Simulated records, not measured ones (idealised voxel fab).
process module | voxel self aligned contacts
cross-section cut | 185 nm wide | cells 5 nm
A cross-section is a grid of square cells, given in bands from the top down. A band is one or more rows of cells.
Each band's line starts with the height of the band's top and of its bottom, in nm. Then come its materials from left to right, each with its width in nm. One material with "throughout" fills the band from edge to edge. "air" is empty space.
Height 0 is the level under which the wafer as received is all one material. The lowest band goes on downwards, as in "0 down".
A width such as "30 to 40" changes by the same amount from each row of cells to the next, from the band's top row to its bottom row.
"no change" after a step means that no cell of the cross-section changed.
closed voids: empty space of 8 cells or more with no open way to the top, each as width x height at its distance from the left edge, in nm
after a step's settings: what the simulator itself notes on the step
overlay nm, on a step with a mask: how far to the right of its planned place the mask lay; to the left if negative
plan
1 op RECEIVE | material Si
2 op CONFORMAL_DEP | material SiO2 | thk nm 5
3 op DIRECTIONAL_DEP | material polySi | thk nm 25
4 op DIRECTIONAL_DEP | material SiN | thk nm 20
5 op MASKED_ETCH | tone cover | mask id GATE | width nm 25 | pitch nm 55 | etch materials SiN | depth nm 20 | overlay nm 0
6 op MASKED_ETCH | tone cover | mask id GATE | width nm 25 | pitch nm 55 | etch materials polySi | depth nm 25 | overlay nm 0
7 op CONFORMAL_DEP | material SiN | thk nm 5
8 op DIRECTIONAL_ETCH | etch materials SiN | depth nm 5
9 op FILL_DEP | material SiO2 | thk nm 15
10 op CMP | height nm 60
11 op DIRECTIONAL_DEP | material aC | thk nm 15
12 op PATTERN | tone open | mask id CONTACT | material resist | width nm 40 | thk nm 35 | overlay nm 0
13 op DIRECTIONAL_ETCH | etch materials aC | depth nm 15
14 op STRIP | etch materials resist
15 op DIRECTIONAL_ETCH | etch materials SiO2 | depth nm 60
16 op STRIP | etch materials aC
17 op CONFORMAL_DEP | material TiN | thk nm 5
18 op FILL_DEP | material Ru | thk nm 10
19 op CMP | height nm 60
20 op CONFORMAL_DEP | material SiCN | thk nm 5
as received, after step 1
  0 down: Si throughout
  closed voids: none
a wafer at the end: this start, this plan, one mistake
  65 to 60: SiCN throughout
  60 to 50: SiO2 70 | TiN 5 to 20 | Ru 30 to 10 | TiN 5 to 10 | SiO2 75
  50 to 35: SiO2 50 | SiN 35 | TiN 5 | Ru 10 | TiN 5 | SiN 35 | SiO2 45
  35 to 30: SiO2 50 | SiN 35 | TiN 5 | Ru 5 | TiN 10 | SiN 35 | SiO2 45
  30 to 5: SiO2 45 | SiN 5 | polySi 30 | SiN 5 | TiN 5 | Ru 5 | TiN 5 | SiN 5 | polySi 30 | SiN 5 | SiO2 45
  5 to 0: SiO2 85 | TiN 15 | SiO2 85
  0 down: Si throughout
  closed voids: none
what went wrong: step 5 ran as: op MASKED_ETCH | tone cover | mask id GATE | width nm 25 | pitch nm 55 | etch materials SiN | depth nm 20 | overlay nm 5
